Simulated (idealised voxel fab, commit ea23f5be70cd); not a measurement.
Herein follows the process module entitled voxel air gaps.
Displayed cross-section: cut, width of 220 nm, square cells sized 5 nm.
Reading order for cross-sections: top band down to bottom band. Underlying form: a grid of square cells. Band size: one or more rows of cells.
Heads up on the band format: heights come first, top then bottom, in nm. After that it's the materials left to right, each with its width in nm. A single material flagged "edge to edge" fills the whole band edge to edge, and "empty" means there's empty space there.
Height 0 is the level under which the wafer as received is all one material. The lowest band goes on downwards, as in "0..down".
You'd read "30..40" like this: the band's top row of cells is as wide as the first number, its bottom row is as wide as the second, and going down, every row changes width by the same amount as the row before did.
Any step labelled "all unchanged" changed none of the cells in the cross-section.
"Fully closed voids" specifies each empty space that is not open to the top and that occupies no fewer than 8 cells, using the form width x height at distance, the distance measured from the left edge and all three quantities in nm.
If you see something after the settings on a step's line, that's the simulator's own remark about that step.
overlay nm: for a step with a mask, the amount by which the mask lay right of where it was planned; a negative amount means left of it.

Planned step list for the process:
1 RECEIVE | material Si
2 CONFORMAL_DEP | material SiO2 | thk nm 15
3 CONFORMAL_DEP | material SiN | thk nm 5
4 DIRECTIONAL_DEP | material SiO2 | thk nm 35
5 DIRECTIONAL_DEP | material aC | thk nm 15
6 PATTERN | tone open | mask id LINES | material resist | width nm 20 | pitch nm 50 | thk nm 30 | overlay nm 0
7 DIRECTIONAL_ETCH | etch materials aC | depth nm 15
8 STRIP | etch materials resist
9 DIRECTIONAL_ETCH | etch materials SiO2 | depth nm 35
10 STRIP | etch materials aC
11 CONFORMAL_DEP | material TiN | thk nm 5
12 FILL_DEP | material W | thk nm 10
13 CMP | height nm 55
14 EPI | material Ru | thk nm 10
15 SELECTIVE_ETCH | etch materials SiO2 | depth nm 45
16 CONFORMAL_DEP | material SiCN | thk nm 5

Cross-section of the wafer upon arrival, representing the state reached after step 1:
    0..down: Si edge to edge
    Fully closed voids: none

First wafer of two, sectioned at end of module; run went per plan:
    70..65: 10 nm empty; 200 nm SiCN; 10 nm empty
    65..55: 10 nm empty; 5 nm SiCN; 40 nm Ru; 10 nm SiCN; 40 nm Ru; 10 nm SiCN; 40 nm Ru; 10 nm SiCN; 40 nm Ru; 5 nm SiCN; 10 nm empty
    55..50: 10 nm empty; 15 nm SiCN; 5 nm TiN; 10 nm W; 5 nm TiN; 30 nm SiCN; 5 nm TiN; 10 nm W; 5 nm TiN; 30 nm SiCN; 5 nm TiN; 10 nm W; 5 nm TiN; 30 nm SiCN; 5 nm TiN; 10 nm W; 5 nm TiN; 15 nm SiCN; 10 nm empty
    50..25: 20 nm empty; 5 nm SiCN; 5 nm TiN; 10 nm W; 5 nm TiN; 5 nm SiCN; 20 nm empty; 5 nm SiCN; 5 nm TiN; 10 nm W; 5 nm TiN; 5 nm SiCN; 20 nm empty; 5 nm SiCN; 5 nm TiN; 10 nm W; 5 nm TiN; 5 nm SiCN; 20 nm empty; 5 nm SiCN; 5 nm TiN; 10 nm W; 5 nm TiN; 5 nm SiCN; 20 nm empty
    25..20: 25 nm SiCN; 20 nm TiN; 30 nm SiCN; 20 nm TiN; 30 nm SiCN; 20 nm TiN; 30 nm SiCN; 20 nm TiN; 25 nm SiCN
    20..15: SiN edge to edge
    15..0: SiO2 edge to edge
    0..down: Si edge to edge
    Fully closed voids: 20 x 25 at 50; 20 x 25 at 100; 20 x 25 at 150

Wafer two (of two), end-of-module cross-section: start = wafer one, plan = wafer one, one run mistake:
    70..65: 15 nm empty; 45 nm SiCN; 5 nm empty; 45 nm SiCN; 5 nm empty; 45 nm SiCN; 5 nm empty; 45 nm SiCN; 10 nm empty
    65..55: 15 nm empty; 5 nm SiCN; 35 nm Ru; 5 nm SiCN; 5 nm empty; 5 nm SiCN; 35 nm Ru; 5 nm SiCN; 5 nm empty; 5 nm SiCN; 35 nm Ru; 5 nm SiCN; 5 nm empty; 5 nm SiCN; 35 nm Ru; 5 nm SiCN; 10 nm empty
    55..50: 15 nm empty; 15 nm SiCN; 5 nm TiN; 5 nm W; 5 nm TiN; 15 nm SiCN; 5 nm empty; 15 nm SiCN; 5 nm TiN; 5 nm W; 5 nm TiN; 15 nm SiCN; 5 nm empty; 15 nm SiCN; 5 nm TiN; 5 nm W; 5 nm TiN; 15 nm SiCN; 5 nm empty; 15 nm SiCN; 5 nm TiN; 5 nm W; 5 nm TiN; 15 nm SiCN; 10 nm empty
    50..25: 25 nm empty; 5 nm SiCN; 5 nm TiN; 5 nm W; 5 nm TiN; 5 nm SiCN; 25 nm empty; 5 nm SiCN; 5 nm TiN; 5 nm W; 5 nm TiN; 5 nm SiCN; 25 nm empty; 5 nm SiCN; 5 nm TiN; 5 nm W; 5 nm TiN; 5 nm SiCN; 25 nm empty; 5 nm SiCN; 5 nm TiN; 5 nm W; 5 nm TiN; 5 nm SiCN; 20 nm empty
    25..20: 30 nm SiCN; 15 nm TiN; 35 nm SiCN; 15 nm TiN; 35 nm SiCN; 15 nm TiN; 35 nm SiCN; 15 nm TiN; 25 nm SiCN
    20..15: SiN edge to edge
    15..0: SiO2 edge to edge
    0..down: Si edge to edge
    Fully closed voids: none
what went wrong: for step 6, the planned setting was not used; the step was instead run as PATTERN | tone open | mask id LINES | material resist | width nm 15 | pitch nm 50 | thk nm 30 | overlay nm 0
Final tally in cells, some materials are higher or lower on the second wafer than on the first: Ru -8; TiN -4; W -24
At the end, the first wafer has 3 closed voids and the second wafer has 0.
